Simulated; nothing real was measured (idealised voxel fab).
process module | voxel wiring stack
cross-section cut | 160 nm wide | cells 5 nm
A cross-section is a grid of square cells, given in bands from the top down. A band is one or more rows of cells.
Each band's line starts with the height of the band's top and of its bottom, in nm. Then come its materials from left to right, each with its width in nm. One material with "throughout" fills the band from edge to edge. "air" is empty space.
Height 0 is the level under which the wafer as received is all one material. The lowest band goes on downwards, as in "0 down".
A width such as "30 to 40" changes by the same amount from each row of cells to the next, from the band's top row to its bottom row.
"no change" after a step means that no cell of the cross-section changed.
closed voids: empty space of 8 cells or more with no open way to the top, each as width x height at its distance from the left edge, in nm
after a step's settings: what the simulator itself notes on the step
overlay nm, on a step with a mask: how far to the right of its planned place the mask lay; to the left if negative
plan
1 op RECEIVE | material Si
2 op CONFORMAL_DEP | material SiO2 | thk nm 15
3 op DIRECTIONAL_DEP | material TiN | thk nm 5
4 op DIRECTIONAL_DEP | material W | thk nm 25
5 op PATTERN | tone cover | mask id METAL_1 | material resist | width nm 20 | pitch nm 40 | thk nm 20 | overlay nm 0
6 op DIRECTIONAL_ETCH | etch materials W | depth nm 25
7 op DIRECTIONAL_ETCH | etch materials TiN | depth nm 5
8 op STRIP | etch materials resist
9 op FILL_DEP | material lowk | thk nm 10
10 op CMP | height nm 45
11 op CONFORMAL_DEP | material SiCN | thk nm 5
12 op DIRECTIONAL_DEP | material lowk | thk nm 30
13 op DIRECTIONAL_DEP | material aC | thk nm 15
14 op PATTERN | tone open | mask id METAL_2 | material resist | width nm 20 | pitch nm 40 | thk nm 30 | overlay nm 0
15 op DIRECTIONAL_ETCH | etch materials aC | depth nm 15
16 op STRIP | etch materials resist
17 op DIRECTIONAL_ETCH | etch materials lowk | depth nm 15
18 op STRIP | etch materials aC
19 op MASKED_ETCH | tone open | mask id METAL_2_HOLES | width nm 15 | pitch nm 40 | etch materials lowk | depth nm 15 | overlay nm 0
20 op MASKED_ETCH | tone open | mask id METAL_2_HOLES | width nm 15 | pitch nm 40 | etch materials SiCN | depth nm 5 | overlay nm 0
21 op CONFORMAL_DEP | material TiN | thk nm 5
22 op FILL_DEP | material Cu | thk nm 10
23 op CMP | height nm 80
24 op CONFORMAL_DEP | material SiN | thk nm 5
as received, after step 1
  0 down: Si throughout
  closed voids: none
a wafer at the end: this start, this plan, one mistake
  100 to 95: SiN throughout
  95 to 85: Cu throughout
  85 to 80: TiN 55 | Cu 10 | TiN 30 | Cu 10 | TiN 55
  80 to 70: lowk 50 | TiN 5 | Cu 10 | TiN 5 | lowk 20 | TiN 5 | Cu 10 | TiN 5 | lowk 50
  70 to 65: lowk 50 | TiN 5 | Cu 5 | TiN 10 | lowk 20 | TiN 5 | Cu 5 | TiN 10 | lowk 50
  65 to 50: lowk 50 | TiN 5 | Cu 5 | TiN 5 | lowk 25 | TiN 5 | Cu 5 | TiN 5 | lowk 55
  50 to 45: SiCN 50 | TiN 15 | SiCN 25 | TiN 15 | SiCN 55
  45 to 20: lowk 50 | W 20 | lowk 20 | W 20 | lowk 50
  20 to 15: lowk 50 | TiN 20 | lowk 20 | TiN 20 | lowk 50
  15 to 0: SiO2 throughout
  0 down: Si throughout
  closed voids: none
what went wrong: step 23 was left out
